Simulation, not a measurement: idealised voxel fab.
Presented below is a process module, voxel spacer lines.
Shown is cross-section cut, with a width of 285 nm and square cells of size 5 nm.
In this document a cross-section is written as a grid of square cells. It is given as a series of bands, listed from the top down, and a band is one or more rows of cells.
First you get the band's top height and its bottom height, in nm, and then the materials it's made of, left to right, with each width in nm. If you see a single material with "everywhere", that one covers the band edge to edge. "air" is empty space.
Heights from 0 (as-received wafer is one material below). Bottom band endless downward, as "from 0 down".
You'd read "30 to 40" like this: the band's top row of cells is as wide as the first number, its bottom row is as wide as the second, and going down, every row changes width by the same amount as the row before did.
Reading "left unchanged" for a step: not a cell of the cross-section changed in it.
Entry "Sealed void list". Content: empty spaces with no open connection to the top, size 8 cells or greater. Each: width x height at distance. Distance: from left edge. Unit: nm.
Read whatever lies past the settings on a step's line as the simulator's own remark about the step.
"overlay nm" answers the question of how far to the right of plan the mask lay on a step that has a mask, and when it is negative the answer is to the left.

plan:
| 1 | RECEIVE with material Si |
| 2 | CONFORMAL_DEP with material Al2O3, thk nm 10 |
| 3 | DIRECTIONAL_DEP with material W, thk nm 10 |
| 4 | DIRECTIONAL_DEP with material aC, thk nm 30 |
| 5 | PATTERN with tone cover, mask id MANDREL, material resist, width nm 25, pitch nm 80, thk nm 35, overlay nm 0 |
| 6 | DIRECTIONAL_ETCH with etch materials aC, depth nm 30 |
| 7 | STRIP with etch materials resist |
| 8 | CONFORMAL_DEP with material SiO2, thk nm 15 |
| 9 | DIRECTIONAL_ETCH with etch materials SiO2, depth nm 15 |
| 10 | STRIP with etch materials aC |
| 11 | DIRECTIONAL_ETCH with etch materials W, depth nm 10 |
| 12 | STRIP with etch materials SiO2 |

Cross-section of the wafer as it came to us, i.e., already through step 1:
from 0 down = Si everywhere
Sealed void list: none

Starting wafer: above. Plan: above. Run: one mistake. Cross-section after the module: below:
from 20 to 10 = 70 nm air, then 15 nm W, then 35 nm air, then 15 nm W, then 15 nm air, then 15 nm W, then 35 nm air, then 15 nm W, then 70 nm air
from 10 to 0 = Al2O3 everywhere
from 0 down = Si everywhere
Sealed void list: none
Deviation noted in wafer processing: heads up, step 5 didn't go per plan, it actually ran as PATTERN with tone cover, mask id MANDREL, material resist, width nm 35, pitch nm 80, thk nm 35, overlay nm 0
